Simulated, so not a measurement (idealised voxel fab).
The process module presented herein is designated voxel self aligned vias.
Square cell edge 5 nm, section width 190 nm, ID cut.
Notation: cross-section as square-cell grid; stated in bands, top first, going down; one or more cell rows per band.
For a band, the entry starts with two heights in nm, that of the top and then that of the bottom, and carries on with the band's materials in order from left to right, each alongside its width in nm; the word "edge to edge" beside a single material means it fills the band edge to edge, and "air" means empty space.
Heights from 0 (as-received wafer is one material below). Bottom band endless downward, as "0 down".
Graded width ("30 to 40"): value in top row of band = first number; value in bottom row = second number; row-to-row change constant.
The designation "no modifications", where it is given for a processing step, indicates that no cell of the cross-section was altered in the course of that step.
Voids not open to the top, 8 cells minimum: see "Encapsulated voids". Written width x height at distance; distance is from the left edge; nm.
Formally, on a step line, whatever follows the settings is a remark that the simulator itself makes on the step.
overlay nm: mask right of planned place by this much (step with mask). Neg. = left.

Steps in the process plan:
| 1 | RECEIVE, material Si |
| 2 | CONFORMAL_DEP, material SiO2, thk nm 15 |
| 3 | CONFORMAL_DEP, material SiCN, thk nm 5 |
| 4 | DIRECTIONAL_DEP, material lowk, thk nm 25 |
| 5 | PATTERN, tone open, mask id LINES, material resist, width nm 30, pitch nm 60, thk nm 20, overlay nm 0 |
| 6 | DIRECTIONAL_ETCH, etch materials lowk, depth nm 25 |
| 7 | STRIP, etch materials resist |
| 8 | CONFORMAL_DEP, material TiN, thk nm 5 |
| 9 | FILL_DEP, material Ru, thk nm 10 |
| 10 | CMP, height nm 45 |
| 11 | SELECTIVE_ETCH, etch materials W Ru TiN, depth nm 10 |
| 12 | FILL_DEP, material SiN, thk nm 5 |
| 13 | CMP, height nm 45 |
| 14 | DIRECTIONAL_DEP, material lowk, thk nm 20 |
| 15 | PATTERN, tone open, mask id VIAS, material resist, width nm 40, pitch nm 60, thk nm 20, overlay nm 0 |
| 16 | DIRECTIONAL_ETCH, etch materials lowk, depth nm 20 |
| 17 | DIRECTIONAL_ETCH, etch materials SiN, depth nm 10 |
| 18 | STRIP, etch materials resist |
| 19 | CONFORMAL_DEP, material TiN, thk nm 5 |
| 20 | FILL_DEP, material Cu, thk nm 10 |
| 21 | CMP, height nm 65 |
| 22 | CONFORMAL_DEP, material SiN, thk nm 5 |

Wafer at receipt (post step 1), cross-section:
    0 down = Si edge to edge
    Encapsulated voids: none

Same starting wafer, same plan as above, one mistake in the execution; this is the cross-section at the end of the module:
    85 to 80 = SiN edge to edge
    80 to 70 = Cu edge to edge
    70 to 65 = 20 of TiN  30 of Cu  30 of TiN  30 of Cu  30 of TiN  30 of Cu  20 of TiN
    65 to 50 = 15 of lowk  5 of TiN  30 of Cu  5 of TiN  20 of lowk  5 of TiN  30 of Cu  5 of TiN  20 of lowk  5 of TiN  30 of Cu  5 of TiN  15 of lowk
    50 to 40 = 15 to 20 of lowk  10 to 5 of TiN  20 of Cu  10 to 5 of TiN  20 to 30 of lowk  10 to 5 of TiN  20 of Cu  10 to 5 of TiN  20 to 30 of lowk  10 to 5 of TiN  20 of Cu  10 to 5 of TiN  15 to 20 of lowk
    40 to 35 = 20 of lowk  30 of TiN  30 of lowk  30 of TiN  30 of lowk  30 of TiN  20 of lowk
    35 to 25 = 20 of lowk  5 of TiN  20 of Ru  5 of TiN  30 of lowk  5 of TiN  20 of Ru  5 of TiN  30 of lowk  5 of TiN  20 of Ru  5 of TiN  20 of lowk
    25 to 20 = 20 of lowk  30 of TiN  30 of lowk  30 of TiN  30 of lowk  30 of TiN  20 of lowk
    20 to 15 = SiCN edge to edge
    15 to 0 = SiO2 edge to edge
    0 down = Si edge to edge
    Encapsulated voids: none
What went wrong in running the wafer? step 21 of the plan never got run, it was skipped over
